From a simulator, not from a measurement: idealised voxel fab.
The process module presented herein is designated voxel spacer lines.
For reference, the cross-section in this document is cut, with width 155 nm and square cells of 5 nm.
Think of the cross-section as a grid of square cells. We describe it in bands, top to bottom, and each band covers one or more rows of those cells. Heads up on the band format: heights come first, top then bottom, in nm. After that it's the materials left to right, each with its width in nm. A single material flagged "all across" fills the whole band edge to edge, and "blank" means there's empty space there. Beneath 0, the wafer as received is one material, and that level is where height counting begins. The lowest band goes on downward without a bottom; it is written like "0 down". Width: "30->40" (first number = top row, second number = bottom row, same change from row to row of cells). "everything unchanged" means the step left every cell of the cross-section as it was. "Closed void entries" enumerates empty spaces isolated from the top, with no open way to it, that contain at least 8 cells, giving each as width x height at distance from the left edge, all three in nm. Heads up: the bit after the settings on a step's line is the simulator's remark on that step. overlay nm: step with mask; distance mask lay right of planned place; negative value = left of planned place.

Process steps (planned)
1 RECEIVE: material Si
2 CONFORMAL_DEP: material Al2O3, thk nm 10
3 DIRECTIONAL_DEP: material SiN, thk nm 20
4 DIRECTIONAL_DEP: material aC, thk nm 25
5 PATTERN: tone cover, mask id MANDREL, material resist, width nm 20, pitch nm 60, thk nm 30, overlay nm 0
6 DIRECTIONAL_ETCH: etch materials aC, depth nm 25
7 STRIP: etch materials resist
8 CONFORMAL_DEP: material SiO2, thk nm 10
9 DIRECTIONAL_ETCH: etch materials SiO2, depth nm 10
10 STRIP: etch materials aC
11 DIRECTIONAL_ETCH: etch materials SiN, depth nm 20
12 STRIP: etch materials SiO2

Received-state cross-section, reflecting completion of step 1
  0 down  Si all across
  Closed void entries: none

Here's the cross-section of the first of our two wafers at the end of the module - it ran as planned
  30 to 10  blank 25 / SiN 10 / blank 20 / SiN 10 / blank 20 / SiN 10 / blank 20 / SiN 10 / blank 30
  10 to 0  Al2O3 all across
  0 down  Si all across
  Closed void entries: none

Second of two wafers, module complete, sectioned: it shares the first wafer's start and plan but was run with one mistake
  25 to 10  blank 25 / SiN 10 / blank 20 / SiN 10 / blank 20 / SiN 10 / blank 20 / SiN 10 / blank 30
  10 to 0  Al2O3 all across
  0 down  Si all across
  Closed void entries: none
Deviation from plan: planned and actual differ for step 3; actual: DIRECTIONAL_DEP: material SiN, thk nm 15
End of process, cell counts, second wafer against first, materials with more or fewer: 8 fewer of SiN
